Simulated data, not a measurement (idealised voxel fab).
Herein follows the process module entitled voxel tone inversion.
Square cells of 5 nm make up the cross-section cut, whose width is 215 nm.
A cross-section in this document is a grid of square cells, and it is written down as bands, the top band listed before the ones below it; a band is made up of one or more rows of cells. The band entry comprises the height of the band's top followed by the height of its bottom, expressed in nm, and subsequently the band's materials from left to right, each stated together with its width in nm. Where a single material is marked with the word "edge to edge", that material fills the band from edge to edge. The word "empty" represents empty space. It should be noted that heights are counted from 0, beneath which the wafer as supplied is of one material throughout, and that the lowest band possesses no lower boundary but continues downward, as written in "from 0 down". So if you see something like "30 to 40" for the width, read it as the top row of the band sitting at the first number and the bottom row at the second, with every row in between moving by the same amount as the last. When a step is marked "nothing altered", none of the cells in the cross-section changed during that step. "Closed internal voids" lists enclosed empty spaces (at least 8 cells, no open path upward to the top), each as width x height at distance from the left edge, in nm. On a step's line, text after the settings is the simulator commenting on that step. overlay nm: right-of-plan distance of the mask on a masked step; negative values mean left-of-plan.
[These are the steps we planned for the process]
1,RECEIVE with material Si
2,CONFORMAL_DEP with material SiN, thk nm 5
3,DIRECTIONAL_DEP with material aC, thk nm 15
4,PATTERN with tone cover, mask id POSTS, material resist, width nm 20, pitch nm 50, thk nm 20, overlay nm 0
5,DIRECTIONAL_ETCH with etch materials aC, depth nm 15
6,STRIP with etch materials resist
7,FILL_DEP with material lowk, thk nm 5
8,CMP with height nm 20
9,STRIP with etch materials aC
[Cross-section, incoming material, after step 1]
    from 0 down  Si edge to edge
    Closed internal voids: none
[Figure: cross-sectional view of the wafer upon completion of the module, processed from the initial state and according to the plan depicted above, with one error introduced during execution]
    from 20 to 15  SiN edge to edge
    from 15 to 0  aC edge to edge
    from 0 down  Si edge to edge
    Closed internal voids: none
Deviation from plan: step 3 occupied the plan position of step 2, and the converse holds as well
